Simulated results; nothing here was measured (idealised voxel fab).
The name of this process module is voxel quadruple lines.
Square cells of 5 nm make up the cross-section cut, whose width is 190 nm.
A cross-section is a grid of square cells, given in bands from the top down. A band is one or more rows of cells. For a band, the entry starts with two heights in nm, that of the top and then that of the bottom, and carries on with the band's materials in order from left to right, each alongside its width in nm; the word "edge to edge" beside a single material means it fills the band edge to edge, and "blank" means empty space. For the purposes of this specification, 0 denotes the height below which the wafer in its as-received condition is composed wholly of one material, and the lowermost band, lacking a lower limit, extends downward without end, as expressed in "z 0 and below". You'd read "30 to 40" like this: the band's top row of cells is as wide as the first number, its bottom row is as wide as the second, and going down, every row changes width by the same amount as the row before did. What does "no change" mean for a step? It means no cell of the cross-section changed in that step. "Trapped void list" means: voids of 8 cells or more that are shut off from the top with no open way through. Written width x height at distance, distance from the left edge, in nm. What comes after the settings on a step's line is commentary from the simulator itself on that step. Each step line may optionally specify "overlay nm", which for a step with a mask gives the rightward distance between the mask's planned place and where it lay, a negative value indicating the leftward direction.

Here's what the planned process steps look like:
1. RECEIVE [material Si]
2. CONFORMAL_DEP [material SiO2] [thk nm 5]
3. DIRECTIONAL_DEP [material Ru] [thk nm 10]
4. DIRECTIONAL_DEP [material polySi] [thk nm 15]
5. DIRECTIONAL_DEP [material aC] [thk nm 25]
6. PATTERN [tone cover] [mask id MANDREL] [material resist] [width nm 30] [thk nm 30] [overlay nm 0]
7. DIRECTIONAL_ETCH [etch materials aC] [depth nm 25]
8. STRIP [etch materials resist]
9. CONFORMAL_DEP [material SiO2] [thk nm 10]
10. DIRECTIONAL_ETCH [etch materials SiO2] [depth nm 10]
11. STRIP [etch materials aC]
12. DIRECTIONAL_ETCH [etch materials polySi] [depth nm 15]
13. STRIP [etch materials SiO2]
14. CONFORMAL_DEP [material SiCN] [thk nm 10]
15. DIRECTIONAL_ETCH [etch materials SiCN] [depth nm 10]
16. STRIP [etch materials polySi]
17. DIRECTIONAL_ETCH [etch materials Ru] [depth nm 10]
18. STRIP [etch materials SiCN]

Cross-section of the incoming wafer, state after step 1:
	z 0 and below: Si edge to edge
	Trapped void list: none

Starting wafer: above. Plan: above. Run: one mistake. Cross-section after the module: below:
	z 15 to 10: 60 of blank, then 10 of Ru, then 10 of blank, then 10 of Ru, then 10 of blank, then 10 of Ru, then 10 of blank, then 10 of Ru, then 60 of blank
	z 10 to 5: Ru edge to edge
	z 5 to 0: SiO2 edge to edge
	z 0 and below: Si edge to edge
	Trapped void list: none
what went wrong: heads up, step 17 didn't go per plan, it actually ran as DIRECTIONAL_ETCH [etch materials Ru] [depth nm 5]
